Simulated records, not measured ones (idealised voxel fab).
process module | voxel fin reveal
cross-section cut | 235 nm wide | cells 5 nm
A cross-section is a grid of square cells, given in bands from the top down. A band is one or more rows of cells.
Each band's line starts with the height of the band's top and of its bottom, in nm. Then come its materials from left to right, each with its width in nm. One material with "throughout" fills the band from edge to edge. "air" is empty space.
Height 0 is the level under which the wafer as received is all one material. The lowest band goes on downwards, as in "0 down".
A width such as "30 to 40" changes by the same amount from each row of cells to the next, from the band's top row to its bottom row.
"no change" after a step means that no cell of the cross-section changed.
closed voids: empty space of 8 cells or more with no open way to the top, each as width x height at its distance from the left edge, in nm
after a step's settings: what the simulator itself notes on the step
overlay nm, on a step with a mask: how far to the right of its planned place the mask lay; to the left if negative
plan
1 op RECEIVE | material Si
2 op CONFORMAL_DEP | material SiN | thk nm 5
3 op PATTERN | tone cover | mask id FINS | material resist | width nm 15 | pitch nm 40 | thk nm 20 | overlay nm 0
4 op DIRECTIONAL_ETCH | etch materials SiN | depth nm 5
5 op DIRECTIONAL_ETCH | etch materials Si | depth nm 35
6 op STRIP | etch materials resist
7 op OXIDIZE | depth nm 5
8 op FILL_DEP | material SiO2 | thk nm 5
9 op CMP | height nm 5
10 op SELECTIVE_ETCH | etch materials SiO2 | depth nm 15
11 op STRIP | etch materials SiN
12 op CONFORMAL_DEP | material SiO2 | thk nm 5
as received, after step 1
  0 down: Si throughout
  closed voids: none
first wafer at the end, as planned
  5 to 0: air 50 | SiO2 15 | air 25 | SiO2 15 | air 25 | SiO2 15 | air 25 | SiO2 15 | air 50
  0 to -5: air 50 | SiO2 5 | Si 5 | SiO2 5 | air 25 | SiO2 5 | Si 5 | SiO2 5 | air 25 | SiO2 5 | Si 5 | SiO2 5 | air 25 | SiO2 5 | Si 5 | SiO2 5 | air 50
  -5 to -40: SiO2 55 | Si 5 | SiO2 35 | Si 5 | SiO2 35 | Si 5 | SiO2 35 | Si 5 | SiO2 55
  -40 down: Si throughout
  closed voids: none
second wafer at the end: like start, like plan, one mistake
  0 to -10: air 55 | Si 5 | air 35 | Si 5 | air 35 | Si 5 | air 35 | Si 5 | air 55
  -10 to -40: SiO2 55 | Si 5 | SiO2 35 | Si 5 | SiO2 35 | Si 5 | SiO2 35 | Si 5 | SiO2 55
  -40 down: Si throughout
  closed voids: none
what went wrong: step 12 was left out
at the end the second wafer has, in cells: 63 fewer of SiO2
